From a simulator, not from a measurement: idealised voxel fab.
You're looking at the process module voxel self aligned contacts.
The cross-section shown here is cut; it is 235 nm wide and divided into square cells measuring 5 nm on a side.
Square cells in a grid make up a cross-section in this document, and the grid is given as bands, listed from the top down, each one or more rows of cells.
Band entry format. Leading values: height of top, height of bottom, nm. Remainder: materials in left-to-right order, each with its width in nm. Special words: "throughout" on a single material, which then fills the band edge to edge; "empty", empty space.
Height is counted from the level 0, under which the received wafer is composed throughout of one material. The lowest of the bands is not closed at the bottom but continues downward, in the notation "0 down".
You'd read "30..40" like this: the band's top row of cells is as wide as the first number, its bottom row is as wide as the second, and going down, every row changes width by the same amount as the row before did.
"remains unaltered" for a step: no cell of the cross-section changed in that step.
Look at "Fully sealed cavities" for the closed voids: empty spaces with no open path to the top, sized 8 cells or up. Each is width x height at distance, distance from the left edge, all nm.
Read whatever lies past the settings on a step's line as the simulator's own remark about the step.
overlay nm: how far to the right of its planned place the mask lay on this masked step (negative: to the left).
Below you will find pairs of cross-sections. In each, one shows the wafer before one process step and the other after it, with the after view ending at the lowest band that changed. Under each pair is the step separating them, along with its settings. Do not assume the pairs form a chain: they can come from different runs of this module on the same starting wafer, and a pair continues from the pair above it only when its "Pre-step profile" entry says so.

PRE-STEP PROFILE
- 0 down | Si throughout
- Fully sealed cavities: none

AS PROCESSED
- 0 to -5 | SiO2 throughout
- Below -5, no change.
- Fully sealed cavities: none
Step that separates the before view from the after view above: OXIDIZE [depth nm 5]

Pre-step profile: unchanged from the after cross-section in the pair immediately above; refer to that figure.

AS PROCESSED
- 25 to 0 | polySi throughout
- Below 0, no change.
- Fully sealed cavities: none
Step that separates the before view from the after view above: DIRECTIONAL_DEP [material polySi] [thk nm 25]

Pre-step profile: unchanged from the after cross-section in the pair immediately above; refer to that figure.

AS PROCESSED
- 40 to 25 | SiN throughout
- Below 25, no change.
- Fully sealed cavities: none
Step that separates the before view from the after view above: DIRECTIONAL_DEP [material SiN] [thk nm 15]

Pre-step profile: unchanged from the after cross-section in the pair immediately above; refer to that figure.

AS PROCESSED
- 55 to 40 | empty 75 / resist 25 / empty 35 / resist 25 / empty 75
- Below 40, no change.
- Fully sealed cavities: none
Step that separates the before view from the after view above: PATTERN [tone cover] [mask id GATE] [material resist] [width nm 25] [pitch nm 60] [thk nm 15] [overlay nm 0]

Pre-step profile: unchanged from the after cross-section in the pair immediately above; refer to that figure.

AS PROCESSED
- 55 to 40 | empty 75 / resist 25 / empty 35 / resist 25 / empty 75
- 40 to 25 | empty 75 / SiN 25 / empty 35 / SiN 25 / empty 75
- Below 25, no change.
- Fully sealed cavities: none
Step that separates the before view from the after view above: DIRECTIONAL_ETCH [etch materials SiN] [depth nm 15]

Pre-step profile: unchanged from the after cross-section in the pair immediately above; refer to that figure.

AS PROCESSED
- 55 to 40 | empty 75 / resist 25 / empty 35 / resist 25 / empty 75
- 40 to 25 | empty 75 / SiN 25 / empty 35 / SiN 25 / empty 75
- 25 to 0 | empty 75 / polySi 25 / empty 35 / polySi 25 / empty 75
- Below 0, no change.
- Fully sealed cavities: none
Step that separates the before view from the after view above: DIRECTIONAL_ETCH [etch materials polySi] [depth nm 25]

Pre-step profile: unchanged from the after cross-section in the pair immediately above; refer to that figure.

AS PROCESSED
- 40 to 25 | empty 75 / SiN 25 / empty 35 / SiN 25 / empty 75
- Below 25, no change.
- Fully sealed cavities: none
Step that separates the before view from the after view above: STRIP [etch materials resist]

Pre-step profile: unchanged from the after cross-section in the pair immediately above; refer to that figure.

AS PROCESSED
- 45 to 25 | empty 70 / SiN 35 / empty 25 / SiN 35 / empty 70
- 25 to 5 | empty 70 / SiN 5 / polySi 25 / SiN 5 / empty 25 / SiN 5 / polySi 25 / SiN 5 / empty 70
- 5 to 0 | SiN 75 / polySi 25 / SiN 35 / polySi 25 / SiN 75
- Below 0, no change.
- Fully sealed cavities: none
Step that separates the before view from the after view above: CONFORMAL_DEP [material SiN] [thk nm 5]

Pre-step profile: unchanged from the after cross-section in the pair immediately above; refer to that figure.

AS PROCESSED
- 40 to 25 | empty 70 / SiN 35 / empty 25 / SiN 35 / empty 70
- 25 to 0 | empty 70 / SiN 5 / polySi 25 / SiN 5 / empty 25 / SiN 5 / polySi 25 / SiN 5 / empty 70
- Below 0, no change.
- Fully sealed cavities: none
Step that separates the before view from the after view above: DIRECTIONAL_ETCH [etch materials SiN] [depth nm 5]

Pre-step profile: unchanged from the after cross-section in the pair immediately above; refer to that figure.

AS PROCESSED
- 55 to 40 | SiO2 throughout
- 40 to 25 | SiO2 70 / SiN 35 / SiO2 25 / SiN 35 / SiO2 70
- 25 to 0 | SiO2 70 / SiN 5 / polySi 25 / SiN 5 / SiO2 25 / SiN 5 / polySi 25 / SiN 5 / SiO2 70
- Below 0, no change.
- Fully sealed cavities: none
Step that separates the before view from the after view above: FILL_DEP [material SiO2] [thk nm 15]

Pre-step profile: unchanged from the after cross-section in the pair immediately above; refer to that figure.

AS PROCESSED
- 50 to 40 | SiO2 throughout
- Below 40, no change.
- Fully sealed cavities: none
Step that separates the before view from the after view above: CMP [height nm 50]

Pre-step profile: unchanged from the after cross-section in the pair immediately above; refer to that figure.

AS PROCESSED
- 50 to 40 | SiO2 95 / empty 45 / SiO2 95
- 40 to 25 | SiO2 70 / SiN 35 / empty 25 / SiN 35 / SiO2 70
- 25 to 0 | SiO2 70 / SiN 5 / polySi 25 / SiN 5 / empty 25 / SiN 5 / polySi 25 / SiN 5 / SiO2 70
- 0 to -5 | SiO2 105 / empty 25 / SiO2 105
- Below -5, no change.
- Fully sealed cavities: none
Step that separates the before view from the after view above: MASKED_ETCH [tone open] [mask id CONTACT] [width nm 45] [etch materials SiO2] [depth nm 55] [overlay nm 0]

Pre-step profile: unchanged from the after cross-section in the pair immediately above; refer to that figure.

AS PROCESSED
- 55 to 50 | TiN 100 / empty 35 / TiN 100
- 50 to 40 | SiO2 95 / TiN 5..15 / empty 35..15 / TiN 5..15 / SiO2 95
- 40 to 25 | SiO2 70 / SiN 35 / TiN 5 / empty 15 / TiN 5 / SiN 35 / SiO2 70
- 25 to 0 | SiO2 70 / SiN 5 / polySi 25 / SiN 5 / TiN 5 / empty 15 / TiN 5 / SiN 5 / polySi 25 / SiN 5 / SiO2 70
- 0 to -5 | SiO2 105 / TiN 25 / SiO2 105
- Below -5, no change.
- Fully sealed cavities: none
Step that separates the before view from the after view above: CONFORMAL_DEP [material TiN] [thk nm 5]

Pre-step profile: unchanged from the after cross-section in the pair immediately above; refer to that figure.

AS PROCESSED
- 65 to 55 | Ru throughout
- 55 to 50 | TiN 100 / Ru 35 / TiN 100
- 50 to 40 | SiO2 95 / TiN 5..15 / Ru 35..15 / TiN 5..15 / SiO2 95
- 40 to 25 | SiO2 70 / SiN 35 / TiN 5 / Ru 15 / TiN 5 / SiN 35 / SiO2 70
- 25 to 0 | SiO2 70 / SiN 5 / polySi 25 / SiN 5 / TiN 5 / Ru 15 / TiN 5 / SiN 5 / polySi 25 / SiN 5 / SiO2 70
- Below 0, no change.
- Fully sealed cavities: none
Step that separates the before view from the after view above: FILL_DEP [material Ru] [thk nm 10]

Pre-step profile: unchanged from the after cross-section in the pair immediately above; refer to that figure.

AS PROCESSED
- 50 to 40 | SiO2 95 / TiN 5..15 / Ru 35..15 / TiN 5..15 / SiO2 95
- Below 40, no change.
- Fully sealed cavities: none
Step that separates the before view from the after view above: CMP [height nm 50]

Pre-step profile: unchanged from the after cross-section in the pair immediately above; refer to that figure.

AS PROCESSED
- 55 to 50 | SiN throughout
- Below 50, no change.
- Fully sealed cavities: none
Step that separates the before view from the after view above: CONFORMAL_DEP [material SiN] [thk nm 5]

PRE-STEP PROFILE
- 65 to 55 | Ru throughout
- 55 to 50 | TiN 100 / Ru 35 / TiN 100
- 50 to 40 | SiO2 95 / TiN 5..15 / Ru 35..15 / TiN 5..15 / SiO2 95
- 40 to 25 | SiO2 70 / SiN 35 / TiN 5 / Ru 15 / TiN 5 / SiN 35 / SiO2 70
- 25 to 0 | SiO2 70 / SiN 5 / polySi 25 / SiN 5 / TiN 5 / Ru 15 / TiN 5 / SiN 5 / polySi 25 / SiN 5 / SiO2 70
- 0 to -5 | SiO2 105 / TiN 25 / SiO2 105
- -5 down | Si throughout
- Fully sealed cavities: none

AS PROCESSED
- 70 to 65 | SiN throughout
- Below 65, no change.
- Fully sealed cavities: none
Step that separates the before view from the after view above: CONFORMAL_DEP [material SiN] [thk nm 5]

PRE-STEP PROFILE
- 40 to 25 | SiN throughout
- 25 to 0 | polySi throughout
- 0 to -5 | SiO2 throughout
- -5 down | Si throughout
- Fully sealed cavities: none

AS PROCESSED
- 55 to 25 | SiN throughout
- Below 25, no change.
- Fully sealed cavities: none
Step that separates the before view from the after view above: DIRECTIONAL_DEP [material SiN] [thk nm 15]

Pre-step profile: unchanged from the after cross-section in the pair immediately above; refer to that figure.

AS PROCESSED
- 70 to 55 | empty 75 / resist 25 / empty 35 / resist 25 / empty 75
- Below 55, no change.
- Fully sealed cavities: none
Step that separates the before view from the after view above: PATTERN [tone cover] [mask id GATE] [material resist] [width nm 25] [pitch nm 60] [thk nm 15] [overlay nm 0]

Pre-step profile: unchanged from the after cross-section in the pair immediately above; refer to that figure.

AS PROCESSED
- 70 to 55 | empty 75 / resist 25 / empty 35 / resist 25 / empty 75
- 55 to 40 | empty 75 / SiN 25 / empty 35 / SiN 25 / empty 75
- Below 40, no change.
- Fully sealed cavities: none
Step that separates the before view from the after view above: DIRECTIONAL_ETCH [etch materials SiN] [depth nm 15]

Pre-step profile: unchanged from the after cross-section in the pair immediately above; refer to that figure.

AS PROCESSED
- 55 to 40 | empty 75 / SiN 25 / empty 35 / SiN 25 / empty 75
- Below 40, no change.
- Fully sealed cavities: none
Step that separates the before view from the after view above: STRIP [etch materials resist]

Pre-step profile: unchanged from the after cross-section in the pair immediately above; refer to that figure.

AS PROCESSED
- 60 to 45 | empty 70 / SiN 35 / empty 25 / SiN 35 / empty 70
- 45 to 25 | SiN throughout
- Below 25, no change.
- Fully sealed cavities: none
Step that separates the before view from the after view above: CONFORMAL_DEP [material SiN] [thk nm 5]

Pre-step profile: unchanged from the after cross-section in the pair immediately above; refer to that figure.

AS PROCESSED
- 55 to 40 | empty 70 / SiN 35 / empty 25 / SiN 35 / empty 70
- Below 40, no change.
- Fully sealed cavities: none
Step that separates the before view from the after view above: DIRECTIONAL_ETCH [etch materials SiN] [depth nm 5]

Pre-step profile: unchanged from the after cross-section in the pair immediately above; refer to that figure.

AS PROCESSED
- 70 to 55 | SiO2 throughout
- 55 to 40 | SiO2 70 / SiN 35 / SiO2 25 / SiN 35 / SiO2 70
- Below 40, no change.
- Fully sealed cavities: none
Step that separates the before view from the after view above: FILL_DEP [material SiO2] [thk nm 15]

Pre-step profile: unchanged from the after cross-section in the pair immediately above; refer to that figure.

AS PROCESSED
- 50 to 40 | SiO2 70 / SiN 35 / SiO2 25 / SiN 35 / SiO2 70
- Below 40, no change.
- Fully sealed cavities: none
Step that separates the before view from the after view above: CMP [height nm 50]

Pre-step profile: unchanged from the after cross-section in the pair immediately above; refer to that figure.

AS PROCESSED
- 50 to 40 | SiO2 70 / SiN 35 / empty 25 / SiN 35 / SiO2 70
- Below 40, no change.
- Fully sealed cavities: none
Step that separates the before view from the after view above: MASKED_ETCH [tone open] [mask id CONTACT] [width nm 45] [etch materials SiO2] [depth nm 55] [overlay nm 0]

Pre-step profile: unchanged from the after cross-section in the pair immediately above; refer to that figure.

AS PROCESSED
- 55 to 50 | TiN 110 / empty 15 / TiN 110
- 50 to 45 | SiO2 70 / SiN 35 / TiN 5 / empty 15 / TiN 5 / SiN 35 / SiO2 70
- 45 to 40 | SiO2 70 / SiN 35 / TiN 25 / SiN 35 / SiO2 70
- Below 40, no change.
- Fully sealed cavities: none
Step that separates the before view from the after view above: CONFORMAL_DEP [material TiN] [thk nm 5]

Pre-step profile: unchanged from the after cross-section in the pair immediately above; refer to that figure.

AS PROCESSED
- 65 to 55 | Ru throughout
- 55 to 50 | TiN 110 / Ru 15 / TiN 110
- 50 to 45 | SiO2 70 / SiN 35 / TiN 5 / Ru 15 / TiN 5 / SiN 35 / SiO2 70
- Below 45, no change.
- Fully sealed cavities: none
Step that separates the before view from the after view above: FILL_DEP [material Ru] [thk nm 10]

Pre-step profile: unchanged from the after cross-section in the pair immediately above; refer to that figure.

AS PROCESSED
- 50 to 45 | SiO2 70 / SiN 35 / TiN 5 / Ru 15 / TiN 5 / SiN 35 / SiO2 70
- Below 45, no change.
- Fully sealed cavities: none
Step that separates the before view from the after view above: CMP [height nm 50]

Pre-step profile: unchanged from the after cross-section in the pair immediately above; refer to that figure.

AS PROCESSED
- 55 to 50 | SiN throughout
- Below 50, no change.
- Fully sealed cavities: none
Step that separates the before view from the after view above: CONFORMAL_DEP [material SiN] [thk nm 5]

PRE-STEP PROFILE
- 0 down | Si throughout
- Fully sealed cavities: none

AS PROCESSED
- 25 to 0 | polySi throughout
- Below 0, no change.
- Fully sealed cavities: none
Step that separates the before view from the after view above: DIRECTIONAL_DEP [material polySi] [thk nm 25]

Pre-step profile: unchanged from the after cross-section in the pair immediately above; refer to that figure.

AS PROCESSED
- 25 to 20 | SiO2 throughout
- Below 20, no change.
- Fully sealed cavities: none
Step that separates the before view from the after view above: OXIDIZE [depth nm 5]

Pre-step profile: unchanged from the after cross-section in the pair immediately above; refer to that figure.

AS PROCESSED
- 40 to 25 | SiN throughout
- Below 25, no change.
- Fully sealed cavities: none
Step that separates the before view from the after view above: DIRECTIONAL_DEP [material SiN] [thk nm 15]

Pre-step profile: unchanged from the after cross-section in the pair immediately above; refer to that figure.

AS PROCESSED
- 55 to 40 | empty 75 / resist 25 / empty 35 / resist 25 / empty 75
- Below 40, no change.
- Fully sealed cavities: none
Step that separates the before view from the after view above: PATTERN [tone cover] [mask id GATE] [material resist] [width nm 25] [pitch nm 60] [thk nm 15] [overlay nm 0]

Pre-step profile: unchanged from the after cross-section in the pair immediately above; refer to that figure.

AS PROCESSED
- 55 to 40 | empty 75 / resist 25 / empty 35 / resist 25 / empty 75
- 40 to 25 | empty 75 / SiN 25 / empty 35 / SiN 25 / empty 75
- Below 25, no change.
- Fully sealed cavities: none
Step that separates the before view from the after view above: DIRECTIONAL_ETCH [etch materials SiN] [depth nm 15]

Pre-step profile: unchanged from the after cross-section in the pair immediately above; refer to that figure.

AS PROCESSED
- 40 to 25 | empty 75 / SiN 25 / empty 35 / SiN 25 / empty 75
- Below 25, no change.
- Fully sealed cavities: none
Step that separates the before view from the after view above: STRIP [etch materials resist]

Pre-step profile: unchanged from the after cross-section in the pair immediately above; refer to that figure.

AS PROCESSED
- 45 to 30 | empty 70 / SiN 35 / empty 25 / SiN 35 / empty 70
- 30 to 25 | SiN throughout
- Below 25, no change.
- Fully sealed cavities: none
Step that separates the before view from the after view above: CONFORMAL_DEP [material SiN] [thk nm 5]

Pre-step profile: unchanged from the after cross-section in the pair immediately above; refer to that figure.

AS PROCESSED
- 40 to 25 | empty 70 / SiN 35 / empty 25 / SiN 35 / empty 70
- Below 25, no change.
- Fully sealed cavities: none
Step that separates the before view from the after view above: DIRECTIONAL_ETCH [etch materials SiN] [depth nm 5]

Pre-step profile: unchanged from the after cross-section in the pair immediately above; refer to that figure.

AS PROCESSED
- 55 to 40 | SiO2 throughout
- 40 to 25 | SiO2 70 / SiN 35 / SiO2 25 / SiN 35 / SiO2 70
- Below 25, no change.
- Fully sealed cavities: none
Step that separates the before view from the after view above: FILL_DEP [material SiO2] [thk nm 15]

Pre-step profile: unchanged from the after cross-section in the pair immediately above; refer to that figure.

AS PROCESSED
- 50 to 40 | SiO2 throughout
- Below 40, no change.
- Fully sealed cavities: none
Step that separates the before view from the after view above: CMP [height nm 50]

Pre-step profile: unchanged from the after cross-section in the pair immediately above; refer to that figure.

AS PROCESSED
- 50 to 40 | SiO2 95 / empty 45 / SiO2 95
- 40 to 25 | SiO2 70 / SiN 35 / empty 25 / SiN 35 / SiO2 70
- 25 to 20 | SiO2 105 / empty 25 / SiO2 105
- Below 20, no change.
- Fully sealed cavities: none
Step that separates the before view from the after view above: MASKED_ETCH [tone open] [mask id CONTACT] [width nm 45] [etch materials SiO2] [depth nm 55] [overlay nm 0]

Pre-step profile: unchanged from the after cross-section in the pair immediately above; refer to that figure.

AS PROCESSED
- 55 to 50 | TiN 100 / empty 35 / TiN 100
- 50 to 40 | SiO2 95 / TiN 5..15 / empty 35..15 / TiN 5..15 / SiO2 95
- 40 to 25 | SiO2 70 / SiN 35 / TiN 5 / empty 15 / TiN 5 / SiN 35 / SiO2 70
- 25 to 20 | SiO2 105 / TiN 25 / SiO2 105
- Below 20, no change.
- Fully sealed cavities: none
Step that separates the before view from the after view above: CONFORMAL_DEP [material TiN] [thk nm 5]

Pre-step profile: unchanged from the after cross-section in the pair immediately above; refer to that figure.

AS PROCESSED
- 65 to 55 | Ru throughout
- 55 to 50 | TiN 100 / Ru 35 / TiN 100
- 50 to 40 | SiO2 95 / TiN 5..15 / Ru 35..15 / TiN 5..15 / SiO2 95
- 40 to 25 | SiO2 70 / SiN 35 / TiN 5 / Ru 15 / TiN 5 / SiN 35 / SiO2 70
- Below 25, no change.
- Fully sealed cavities: none
Step that separates the before view from the after view above: FILL_DEP [material Ru] [thk nm 10]

Pre-step profile: unchanged from the after cross-section in the pair immediately above; refer to that figure.

AS PROCESSED
- 50 to 40 | SiO2 95 / TiN 5..15 / Ru 35..15 / TiN 5..15 / SiO2 95
- Below 40, no change.
- Fully sealed cavities: none
Step that separates the before view from the after view above: CMP [height nm 50]

Pre-step profile: unchanged from the after cross-section in the pair immediately above; refer to that figure.

AS PROCESSED
- 55 to 50 | SiN throughout
- Below 50, no change.
- Fully sealed cavities: none
Step that separates the before view from the after view above: CONFORMAL_DEP [material SiN] [thk nm 5]

PRE-STEP PROFILE
- 65 to 55 | Ru throughout
- 55 to 50 | TiN 100 / Ru 35 / TiN 100
- 50 to 40 | SiO2 95 / TiN 5..15 / Ru 35..15 / TiN 5..15 / SiO2 95
- 40 to 25 | SiO2 70 / SiN 35 / TiN 5 / Ru 15 / TiN 5 / SiN 35 / SiO2 70
- 25 to 0 | SiO2 70 / SiN 5 / polySi 25 / SiN 5 / TiN 5 / Ru 15 / TiN 5 / SiN 5 / polySi 25 / SiN 5 / SiO2 70
- 0 to -5 | SiO2 105 / TiN 25 / SiO2 105
- -5 down | Si throughout
- Fully sealed cavities: none

AS PROCESSED
- 55 to 50 | TiN 100 / Ru 35 / TiN 100
- Below 50, no change.
- Fully sealed cavities: none
Step that separates the before view from the after view above: CMP [height nm 55]

Pre-step profile: unchanged from the after cross-section in the pair immediately above; refer to that figure.

AS PROCESSED
- 60 to 55 | SiN throughout
- Below 55, no change.
- Fully sealed cavities: none
Step that separates the before view from the after view above: CONFORMAL_DEP [material SiN] [thk nm 5]

PRE-STEP PROFILE
- 40 to 25 | SiN throughout
- 25 to 0 | polySi throughout
- 0 to -5 | SiO2 throughout
- -5 down | Si throughout
- Fully sealed cavities: none

AS PROCESSED
- 55 to 40 | empty 80 / resist 20 / empty 40 / resist 20 / empty 75
- Below 40, no change.
- Fully sealed cavities: none
Step that separates the before view from the after view above: PATTERN [tone cover] [mask id GATE] [material resist] [width nm 20] [pitch nm 60] [thk nm 15] [overlay nm 0]

Pre-step profile: unchanged from the after cross-section in the pair immediately above; refer to that figure.

AS PROCESSED
- 55 to 40 | empty 80 / resist 20 / empty 40 / resist 20 / empty 75
- 40 to 25 | empty 80 / SiN 20 / empty 40 / SiN 20 / empty 75
- Below 25, no change.
- Fully sealed cavities: none
Step that separates the before view from the after view above: DIRECTIONAL_ETCH [etch materials SiN] [depth nm 15]

Pre-step profile: unchanged from the after cross-section in the pair immediately above; refer to that figure.

AS PROCESSED
- 55 to 40 | empty 80 / resist 20 / empty 40 / resist 20 / empty 75
- 40 to 25 | empty 80 / SiN 20 / empty 40 / SiN 20 / empty 75
- 25 to 0 | empty 80 / polySi 20 / empty 40 / polySi 20 / empty 75
- Below 0, no change.
- Fully sealed cavities: none
Step that separates the before view from the after view above: DIRECTIONAL_ETCH [etch materials polySi] [depth nm 25]

Pre-step profile: unchanged from the after cross-section in the pair immediately above; refer to that figure.

AS PROCESSED
- 40 to 25 | empty 80 / SiN 20 / empty 40 / SiN 20 / empty 75
- Below 25, no change.
- Fully sealed cavities: none
Step that separates the before view from the after view above: STRIP [etch materials resist]

Pre-step profile: unchanged from the after cross-section in the pair immediately above; refer to that figure.

AS PROCESSED
- 45 to 25 | empty 75 / SiN 30 / empty 30 / SiN 30 / empty 70
- 25 to 5 | empty 75 / SiN 5 / polySi 20 / SiN 5 / empty 30 / SiN 5 / polySi 20 / SiN 5 / empty 70
- 5 to 0 | SiN 80 / polySi 20 / SiN 40 / polySi 20 / SiN 75
- Below 0, no change.
- Fully sealed cavities: none
Step that separates the before view from the after view above: CONFORMAL_DEP [material SiN] [thk nm 5]

Pre-step profile: unchanged from the after cross-section in the pair immediately above; refer to that figure.

AS PROCESSED
- 40 to 25 | empty 75 / SiN 30 / empty 30 / SiN 30 / empty 70
- 25 to 0 | empty 75 / SiN 5 / polySi 20 / SiN 5 / empty 30 / SiN 5 / polySi 20 / SiN 5 / empty 70
- Below 0, no change.
- Fully sealed cavities: none
Step that separates the before view from the after view above: DIRECTIONAL_ETCH [etch materials SiN] [depth nm 5]

Pre-step profile: unchanged from the after cross-section in the pair immediately above; refer to that figure.

AS PROCESSED
- 55 to 40 | SiO2 throughout
- 40 to 25 | SiO2 75 / SiN 30 / SiO2 30 / SiN 30 / SiO2 70
- 25 to 0 | SiO2 75 / SiN 5 / polySi 20 / SiN 5 / SiO2 30 / SiN 5 / polySi 20 / SiN 5 / SiO2 70
- Below 0, no change.
- Fully sealed cavities: none
Step that separates the before view from the after view above: FILL_DEP [material SiO2] [thk nm 15]

Pre-step profile: unchanged from the after cross-section in the pair immediately above; refer to that figure.

AS PROCESSED
- 50 to 40 | SiO2 throughout
- Below 40, no change.
- Fully sealed cavities: none
Step that separates the before view from the after view above: CMP [height nm 50]

Pre-step profile: unchanged from the after cross-section in the pair immediately above; refer to that figure.

AS PROCESSED
- 50 to 40 | SiO2 95 / empty 45 / SiO2 95
- 40 to 25 | SiO2 75 / SiN 30 / empty 30 / SiN 30 / SiO2 70
- 25 to 0 | SiO2 75 / SiN 5 / polySi 20 / SiN 5 / empty 30 / SiN 5 / polySi 20 / SiN 5 / SiO2 70
- 0 to -5 | SiO2 105 / empty 30 / SiO2 100
- Below -5, no change.
- Fully sealed cavities: none
Step that separates the before view from the after view above: MASKED_ETCH [tone open] [mask id CONTACT] [width nm 45] [etch materials SiO2] [depth nm 55] [overlay nm 0]

Pre-step profile: unchanged from the after cross-section in the pair immediately above; refer to that figure.

AS PROCESSED
- 55 to 50 | TiN 100 / empty 35 / TiN 100
- 50 to 40 | SiO2 95 / TiN 5..15 / empty 35..20 / TiN 5..10 / SiO2 95
- 40 to 25 | SiO2 75 / SiN 30 / TiN 5 / empty 20 / TiN 5 / SiN 30 / SiO2 70
- 25 to 0 | SiO2 75 / SiN 5 / polySi 20 / SiN 5 / TiN 5 / empty 20 / TiN 5 / SiN 5 / polySi 20 / SiN 5 / SiO2 70
- 0 to -5 | SiO2 105 / TiN 30 / SiO2 100
- Below -5, no change.
- Fully sealed cavities: none
Step that separates the before view from the after view above: CONFORMAL_DEP [material TiN] [thk nm 5]

Pre-step profile: unchanged from the after cross-section in the pair immediately above; refer to that figure.

AS PROCESSED
- 65 to 55 | Ru throughout
- 55 to 50 | TiN 100 / Ru 35 / TiN 100
- 50 to 40 | SiO2 95 / TiN 5..15 / Ru 35..20 / TiN 5..10 / SiO2 95
- 40 to 25 | SiO2 75 / SiN 30 / TiN 5 / Ru 20 / TiN 5 / SiN 30 / SiO2 70
- 25 to 0 | SiO2 75 / SiN 5 / polySi 20 / SiN 5 / TiN 5 / Ru 20 / TiN 5 / SiN 5 / polySi 20 / SiN 5 / SiO2 70
- Below 0, no change.
- Fully sealed cavities: none
Step that separates the before view from the after view above: FILL_DEP [material Ru] [thk nm 10]

Pre-step profile: unchanged from the after cross-section in the pair immediately above; refer to that figure.

AS PROCESSED
- 50 to 40 | SiO2 95 / TiN 5..15 / Ru 35..20 / TiN 5..10 / SiO2 95
- Below 40, no change.
- Fully sealed cavities: none
Step that separates the before view from the after view above: CMP [height nm 50]

Pre-step profile: unchanged from the after cross-section in the pair immediately above; refer to that figure.

AS PROCESSED
- 55 to 50 | SiN throughout
- Below 50, no change.
- Fully sealed cavities: none
Step that separates the before view from the after view above: CONFORMAL_DEP [material SiN] [thk nm 5]

PRE-STEP PROFILE
- 40 to 25 | SiN throughout
- 25 to 0 | polySi throughout
- 0 to -5 | SiO2 throughout
- -5 down | Si throughout
- Fully sealed cavities: none

AS PROCESSED
- 55 to 40 | empty 65 / resist 25 / empty 35 / resist 25 / empty 85
- Below 40, no change.
- Fully sealed cavities: none
Step that separates the before view from the after view above: PATTERN [tone cover] [mask id GATE] [material resist] [width nm 25] [pitch nm 60] [thk nm 15] [overlay nm -10]

Pre-step profile: unchanged from the after cross-section in the pair immediately above; refer to that figure.

AS PROCESSED
- 55 to 40 | empty 65 / resist 25 / empty 35 / resist 25 / empty 85
- 40 to 25 | empty 65 / SiN 25 / empty 35 / SiN 25 / empty 85
- Below 25, no change.
- Fully sealed cavities: none
Step that separates the before view from the after view above: DIRECTIONAL_ETCH [etch materials SiN] [depth nm 15]

Pre-step profile: unchanged from the after cross-section in the pair immediately above; refer to that figure.

AS PROCESSED
- 55 to 40 | empty 65 / resist 25 / empty 35 / resist 25 / empty 85
- 40 to 25 | empty 65 / SiN 25 / empty 35 / SiN 25 / empty 85
- 25 to 0 | empty 65 / polySi 25 / empty 35 / polySi 25 / empty 85
- Below 0, no change.
- Fully sealed cavities: none
Step that separates the before view from the after view above: DIRECTIONAL_ETCH [etch materials polySi] [depth nm 25]

Pre-step profile: unchanged from the after cross-section in the pair immediately above; refer to that figure.

AS PROCESSED
- 40 to 25 | empty 65 / SiN 25 / empty 35 / SiN 25 / empty 85
- Below 25, no change.
- Fully sealed cavities: none
Step that separates the before view from the after view above: STRIP [etch materials resist]

Pre-step profile: unchanged from the after cross-section in the pair immediately above; refer to that figure.

AS PROCESSED
- 45 to 25 | empty 60 / SiN 35 / empty 25 / SiN 35 / empty 80
- 25 to 5 | empty 60 / SiN 5 / polySi 25 / SiN 5 / empty 25 / SiN 5 / polySi 25 / SiN 5 / empty 80
- 5 to 0 | SiN 65 / polySi 25 / SiN 35 / polySi 25 / SiN 85
- Below 0, no change.
- Fully sealed cavities: none
Step that separates the before view from the after view above: CONFORMAL_DEP [material SiN] [thk nm 5]

Pre-step profile: unchanged from the after cross-section in the pair immediately above; refer to that figure.

AS PROCESSED
- 40 to 25 | empty 60 / SiN 35 / empty 25 / SiN 35 / empty 80
- 25 to 0 | empty 60 / SiN 5 / polySi 25 / SiN 5 / empty 25 / SiN 5 / polySi 25 / SiN 5 / empty 80
- Below 0, no change.
- Fully sealed cavities: none
Step that separates the before view from the after view above: DIRECTIONAL_ETCH [etch materials SiN] [depth nm 5]

Pre-step profile: unchanged from the after cross-section in the pair immediately above; refer to that figure.

AS PROCESSED
- 55 to 40 | SiO2 throughout
- 40 to 25 | SiO2 60 / SiN 35 / SiO2 25 / SiN 35 / SiO2 80
- 25 to 0 | SiO2 60 / SiN 5 / polySi 25 / SiN 5 / SiO2 25 / SiN 5 / polySi 25 / SiN 5 / SiO2 80
- Below 0, no change.
- Fully sealed cavities: none
Step that separates the before view from the after view above: FILL_DEP [material SiO2] [thk nm 15]

Pre-step profile: unchanged from the after cross-section in the pair immediately above; refer to that figure.

AS PROCESSED
- 50 to 40 | SiO2 throughout
- Below 40, no change.
- Fully sealed cavities: none
Step that separates the before view from the after view above: CMP [height nm 50]

Pre-step profile: unchanged from the after cross-section in the pair immediately above; refer to that figure.

AS PROCESSED
- 50 to 40 | SiO2 95 / empty 45 / SiO2 95
- 40 to 25 | SiO2 60 / SiN 35 / empty 25 / SiN 35 / SiO2 80
- 25 to 0 | SiO2 60 / SiN 5 / polySi 25 / SiN 5 / empty 25 / SiN 5 / polySi 25 / SiN 5 / SiO2 80
- 0 to -5 | SiO2 95 / empty 25 / SiO2 115
- Below -5, no change.
- Fully sealed cavities: none
Step that separates the before view from the after view above: MASKED_ETCH [tone open] [mask id CONTACT] [width nm 45] [etch materials SiO2] [depth nm 55] [overlay nm 0]

Pre-step profile: unchanged from the after cross-section in the pair immediately above; refer to that figure.

AS PROCESSED
- 55 to 50 | TiN 100 / empty 35 / TiN 100
- 50 to 40 | SiO2 95 / TiN 5 / empty 35..15 / TiN 5..25 / SiO2 95
- 40 to 25 | SiO2 60 / SiN 35 / TiN 5 / empty 15 / TiN 5 / SiN 35 / SiO2 80
- 25 to 0 | SiO2 60 / SiN 5 / polySi 25 / SiN 5 / TiN 5 / empty 15 / TiN 5 / SiN 5 / polySi 25 / SiN 5 / SiO2 80
- 0 to -5 | SiO2 95 / TiN 25 / SiO2 115
- Below -5, no change.
- Fully sealed cavities: none
Step that separates the before view from the after view above: CONFORMAL_DEP [material TiN] [thk nm 5]

Pre-step profile: unchanged from the after cross-section in the pair immediately above; refer to that figure.

AS PROCESSED
- 65 to 55 | Ru throughout
- 55 to 50 | TiN 100 / Ru 35 / TiN 100
- 50 to 40 | SiO2 95 / TiN 5 / Ru 35..15 / TiN 5..25 / SiO2 95
- 40 to 25 | SiO2 60 / SiN 35 / TiN 5 / Ru 15 / TiN 5 / SiN 35 / SiO2 80
- 25 to 0 | SiO2 60 / SiN 5 / polySi 25 / SiN 5 / TiN 5 / Ru 15 / TiN 5 / SiN 5 / polySi 25 / SiN 5 / SiO2 80
- Below 0, no change.
- Fully sealed cavities: none
Step that separates the before view from the after view above: FILL_DEP [material Ru] [thk nm 10]

Pre-step profile: unchanged from the after cross-section in the pair immediately above; refer to that figure.

AS PROCESSED
- 50 to 40 | SiO2 95 / TiN 5 / Ru 35..15 / TiN 5..25 / SiO2 95
- Below 40, no change.
- Fully sealed cavities: none
Step that separates the before view from the after view above: CMP [height nm 50]
